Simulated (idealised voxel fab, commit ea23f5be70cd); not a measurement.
The process module presented herein is designated voxel self aligned contacts.
For reference, the cross-section in this document is cut, with width 200 nm and square cells of 5 nm.
Just so we're on the same page, the cross-sections are grids of square cells, and they're listed out in bands top to bottom, each band one or more rows deep. Each band's line starts with the height of the band's top and of its bottom, in nm. Then come its materials from left to right, each with its width in nm. One material with "throughout" fills the band from edge to edge. "air" is empty space. Heights from 0 (as-received wafer is one material below). Bottom band endless downward, as "0 -> down". The width entry "30->40" should be interpreted row by row: the top row of cells in the band takes the first number, the bottom row takes the second number, and the change between adjacent rows is uniform throughout. Take "identical to before" at face value: in the step it is given for, the cross-section changed in none of its cells. Closed empty spaces (no open way to the top) of 8 cells or more are what "Completely enclosed voids" lists, each as width x height at distance from the left edge, nm for all three. Step line, after settings: the simulator's comment on this step. A step's line can hold "overlay nm"; with a mask on that step, the setting says how far right of the planned place the mask lay, while a negative setting says it lay to the left.
# List of planned process steps
| 1 | op RECEIVE | material Si |
| 2 | op CONFORMAL_DEP | material SiO2 | thk nm 5 |
| 3 | op DIRECTIONAL_DEP | material polySi | thk nm 20 |
| 4 | op DIRECTIONAL_DEP | material SiN | thk nm 20 |
| 5 | op PATTERN | tone cover | mask id GATE | material resist | width nm 35 | pitch nm 70 | thk nm 20 | overlay nm 0 |
| 6 | op DIRECTIONAL_ETCH | etch materials SiN | depth nm 20 |
| 7 | op DIRECTIONAL_ETCH | etch materials polySi | depth nm 20 |
| 8 | op STRIP | etch materials resist |
| 9 | op CONFORMAL_DEP | material SiN | thk nm 5 |
| 10 | op DIRECTIONAL_ETCH | etch materials SiN | depth nm 5 |
| 11 | op FILL_DEP | material SiO2 | thk nm 20 |
| 12 | op CMP | height nm 55 |
| 13 | op MASKED_ETCH | tone open | mask id CONTACT | width nm 55 | etch materials SiO2 | depth nm 55 | overlay nm 0 |
| 14 | op CONFORMAL_DEP | material TiN | thk nm 5 |
| 15 | op FILL_DEP | material Ru | thk nm 5 |
| 16 | op CMP | height nm 55 |
| 17 | op CONFORMAL_DEP | material SiN | thk nm 5 |
# First of two wafers - as planned
# Incoming wafer, cross-sectional view, post step 1
> 0 -> down  Si throughout
> Completely enclosed voids: none
# How the wafer stands in section after step 2
> 5 -> 0  SiO2 throughout
> Whatever lies below 0 is exactly as it was before.
# How the wafer stands in section after step 3
> 25 -> 5  polySi throughout
> Whatever lies below 5 is exactly as it was before.
# How the wafer stands in section after step 4
> 45 -> 25  SiN throughout
> Whatever lies below 25 is exactly as it was before.
# How the wafer stands in section after step 5
> 65 -> 45  45 nm air  35 nm resist  35 nm air  35 nm resist  50 nm air
> Whatever lies below 45 is exactly as it was before.
# How the wafer stands in section after step 6
> 65 -> 45  45 nm air  35 nm resist  35 nm air  35 nm resist  50 nm air
> 45 -> 25  45 nm air  35 nm SiN  35 nm air  35 nm SiN  50 nm air
> Whatever lies below 25 is exactly as it was before.
# How the wafer stands in section after step 7
> 65 -> 45  45 nm air  35 nm resist  35 nm air  35 nm resist  50 nm air
> 45 -> 25  45 nm air  35 nm SiN  35 nm air  35 nm SiN  50 nm air
> 25 -> 5  45 nm air  35 nm polySi  35 nm air  35 nm polySi  50 nm air
> Whatever lies below 5 is exactly as it was before.
# How the wafer stands in section after step 8
> 45 -> 25  45 nm air  35 nm SiN  35 nm air  35 nm SiN  50 nm air
> Whatever lies below 25 is exactly as it was before.
# How the wafer stands in section after step 9
> 50 -> 25  40 nm air  45 nm SiN  25 nm air  45 nm SiN  45 nm air
> 25 -> 10  40 nm air  5 nm SiN  35 nm polySi  5 nm SiN  25 nm air  5 nm SiN  35 nm polySi  5 nm SiN  45 nm air
> 10 -> 5  45 nm SiN  35 nm polySi  35 nm SiN  35 nm polySi  50 nm SiN
> Whatever lies below 5 is exactly as it was before.
# How the wafer stands in section after step 10
> 45 -> 25  40 nm air  45 nm SiN  25 nm air  45 nm SiN  45 nm air
> 25 -> 5  40 nm air  5 nm SiN  35 nm polySi  5 nm SiN  25 nm air  5 nm SiN  35 nm polySi  5 nm SiN  45 nm air
> Whatever lies below 5 is exactly as it was before.
# How the wafer stands in section after step 11
> 65 -> 45  SiO2 throughout
> 45 -> 25  40 nm SiO2  45 nm SiN  25 nm SiO2  45 nm SiN  45 nm SiO2
> 25 -> 5  40 nm SiO2  5 nm SiN  35 nm polySi  5 nm SiN  25 nm SiO2  5 nm SiN  35 nm polySi  5 nm SiN  45 nm SiO2
> Whatever lies below 5 is exactly as it was before.
# How the wafer stands in section after step 12
> 55 -> 45  SiO2 throughout
> Whatever lies below 45 is exactly as it was before.
# How the wafer stands in section after step 13
> 55 -> 45  70 nm SiO2  55 nm air  75 nm SiO2
> 45 -> 25  40 nm SiO2  45 nm SiN  25 nm air  45 nm SiN  45 nm SiO2
> 25 -> 5  40 nm SiO2  5 nm SiN  35 nm polySi  5 nm SiN  25 nm air  5 nm SiN  35 nm polySi  5 nm SiN  45 nm SiO2
> 5 -> 0  85 nm SiO2  25 nm air  90 nm SiO2
> Whatever lies below 0 is exactly as it was before.
# How the wafer stands in section after step 14
> 60 -> 55  75 nm TiN  45 nm air  80 nm TiN
> 55 -> 45  70 nm SiO2  5->20 nm TiN  45->15 nm air  5->20 nm TiN  75 nm SiO2
> 45 -> 25  40 nm SiO2  45 nm SiN  5 nm TiN  15 nm air  5 nm TiN  45 nm SiN  45 nm SiO2
> 25 -> 5  40 nm SiO2  5 nm SiN  35 nm polySi  5 nm SiN  5 nm TiN  15 nm air  5 nm TiN  5 nm SiN  35 nm polySi  5 nm SiN  45 nm SiO2
> 5 -> 0  85 nm SiO2  25 nm TiN  90 nm SiO2
> Whatever lies below 0 is exactly as it was before.
# How the wafer stands in section after step 15
> 65 -> 60  Ru throughout
> 60 -> 55  75 nm TiN  45 nm Ru  80 nm TiN
> 55 -> 45  70 nm SiO2  5->20 nm TiN  45->15 nm Ru  5->20 nm TiN  75 nm SiO2
> 45 -> 25  40 nm SiO2  45 nm SiN  5 nm TiN  15 nm Ru  5 nm TiN  45 nm SiN  45 nm SiO2
> 25 -> 5  40 nm SiO2  5 nm SiN  35 nm polySi  5 nm SiN  5 nm TiN  15 nm Ru  5 nm TiN  5 nm SiN  35 nm polySi  5 nm SiN  45 nm SiO2
> Whatever lies below 5 is exactly as it was before.
# How the wafer stands in section after step 16
> 55 -> 45  70 nm SiO2  5->20 nm TiN  45->15 nm Ru  5->20 nm TiN  75 nm SiO2
> Whatever lies below 45 is exactly as it was before.
# How the wafer stands in section after step 17
> 60 -> 55  SiN throughout
> Whatever lies below 55 is exactly as it was before.
# Second Wafer (Identical Start and Plan, One Processing Error; Matches First Wafer Through Step 3)
# Second wafer cross-section, taken as of the time the plan sets for step 4 to be done
> 65 -> 25  SiN throughout
> Whatever lies below 25 is exactly as it was before.
# Second wafer cross-section, taken as of the time the plan sets for step 5 to be done
> 85 -> 65  45 nm air  35 nm resist  35 nm air  35 nm resist  50 nm air
> Whatever lies below 65 is exactly as it was before.
# Second wafer cross-section, taken as of the time the plan sets for step 6 to be done
> 85 -> 65  45 nm air  35 nm resist  35 nm air  35 nm resist  50 nm air
> 65 -> 45  45 nm air  35 nm SiN  35 nm air  35 nm SiN  50 nm air
> Whatever lies below 45 is exactly as it was before.
Second wafer cross-section, taken as of the time the plan sets for step 7 to be done: identical to before
# Second wafer cross-section, taken as of the time the plan sets for step 8 to be done
> 65 -> 45  45 nm air  35 nm SiN  35 nm air  35 nm SiN  50 nm air
> Whatever lies below 45 is exactly as it was before.
# Second wafer cross-section, taken as of the time the plan sets for step 9 to be done
> 70 -> 50  40 nm air  45 nm SiN  25 nm air  45 nm SiN  45 nm air
> 50 -> 25  SiN throughout
> Whatever lies below 25 is exactly as it was before.
# Second wafer cross-section, taken as of the time the plan sets for step 10 to be done
> 65 -> 45  40 nm air  45 nm SiN  25 nm air  45 nm SiN  45 nm air
> Whatever lies below 45 is exactly as it was before.
# Second wafer cross-section, taken as of the time the plan sets for step 11 to be done
> 85 -> 65  SiO2 throughout
> 65 -> 45  40 nm SiO2  45 nm SiN  25 nm SiO2  45 nm SiN  45 nm SiO2
> Whatever lies below 45 is exactly as it was before.
# Second wafer cross-section, taken as of the time the plan sets for step 12 to be done
> 55 -> 45  40 nm SiO2  45 nm SiN  25 nm SiO2  45 nm SiN  45 nm SiO2
> Whatever lies below 45 is exactly as it was before.
# Second wafer cross-section, taken as of the time the plan sets for step 13 to be done
> 55 -> 45  40 nm SiO2  45 nm SiN  25 nm air  45 nm SiN  45 nm SiO2
> Whatever lies below 45 is exactly as it was before.
# Second wafer cross-section, taken as of the time the plan sets for step 14 to be done
> 60 -> 55  90 nm TiN  15 nm air  95 nm TiN
> 55 -> 50  40 nm SiO2  45 nm SiN  5 nm TiN  15 nm air  5 nm TiN  45 nm SiN  45 nm SiO2
> 50 -> 45  40 nm SiO2  45 nm SiN  25 nm TiN  45 nm SiN  45 nm SiO2
> Whatever lies below 45 is exactly as it was before.
# Second wafer cross-section, taken as of the time the plan sets for step 15 to be done
> 65 -> 60  Ru throughout
> 60 -> 55  90 nm TiN  15 nm Ru  95 nm TiN
> 55 -> 50  40 nm SiO2  45 nm SiN  5 nm TiN  15 nm Ru  5 nm TiN  45 nm SiN  45 nm SiO2
> Whatever lies below 50 is exactly as it was before.
# Second wafer cross-section, taken as of the time the plan sets for step 16 to be done
> 55 -> 50  40 nm SiO2  45 nm SiN  5 nm TiN  15 nm Ru  5 nm TiN  45 nm SiN  45 nm SiO2
> Whatever lies below 50 is exactly as it was before.
# Second wafer cross-section, taken as of the time the plan sets for step 17 to be done
> 60 -> 55  SiN throughout
> Whatever lies below 55 is exactly as it was before.
The plan and the run diverged here: execution of plan step 4 occurred twice
The final cell counts differ between the wafers, with the second having more or fewer of some materials than the first: Ru -33; SiN +108; SiO2 -155; TiN -24; polySi +104
